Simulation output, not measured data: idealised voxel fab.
process module | voxel trench capacitor
cross-section cut | 255 nm wide | cells 5 nm
A cross-section is a grid of square cells, given in bands from the top down. A band is one or more rows of cells.
Each band's line starts with the height of the band's top and of its bottom, in nm. Then come its materials from left to right, each with its width in nm. One material with "throughout" fills the band from edge to edge. "air" is empty space.
Height 0 is the level under which the wafer as received is all one material. The lowest band goes on downwards, as in "0 down".
A width such as "30 to 40" changes by the same amount from each row of cells to the next, from the band's top row to its bottom row.
"no change" after a step means that no cell of the cross-section changed.
closed voids: empty space of 8 cells or more with no open way to the top, each as width x height at its distance from the left edge, in nm
after a step's settings: what the simulator itself notes on the step
overlay nm, on a step with a mask: how far to the right of its planned place the mask lay; to the left if negative
plan
1 op RECEIVE | material Si
2 op CONFORMAL_DEP | material SiN | thk nm 5
3 op DIRECTIONAL_DEP | material aC | thk nm 15
4 op PATTERN | tone open | mask id TRENCH | material resist | width nm 20 | pitch nm 45 | thk nm 30 | overlay nm 0
5 op DIRECTIONAL_ETCH | etch materials aC | depth nm 15
6 op STRIP | etch materials resist
7 op DIRECTIONAL_ETCH | etch materials SiN | depth nm 5
8 op DIRECTIONAL_ETCH | etch materials Si | depth nm 30
9 op STRIP | etch materials aC
10 op CONFORMAL_DEP | material Al2O3 | thk nm 5
11 op FILL_DEP | material polySi | thk nm 5
12 op CMP | height nm 5
as received, after step 1
  0 down: Si throughout
  closed voids: none
first wafer at the end, as planned
  5 to 0: SiN 95 | Al2O3 5 | polySi 10 | Al2O3 5 | SiN 25 | Al2O3 5 | polySi 10 | Al2O3 5 | SiN 95
  0 to -25: Si 95 | Al2O3 5 | polySi 10 | Al2O3 5 | Si 25 | Al2O3 5 | polySi 10 | Al2O3 5 | Si 95
  -25 to -30: Si 95 | Al2O3 20 | Si 25 | Al2O3 20 | Si 95
  -30 down: Si throughout
  closed voids: none
second wafer at the end: like start, like plan, one mistake
  -5 to -25: Si 95 | Al2O3 5 | polySi 10 | Al2O3 5 | Si 25 | Al2O3 5 | polySi 10 | Al2O3 5 | Si 95
  -25 to -30: Si 95 | Al2O3 20 | Si 25 | Al2O3 20 | Si 95
  -30 down: Si throughout
  closed voids: none
what went wrong: step 12 ran as: op CMP | height nm -5
at the end the second wafer has, in cells: 8 fewer of Al2O3 | 43 fewer of Si | 43 fewer of SiN | 8 fewer of polySi
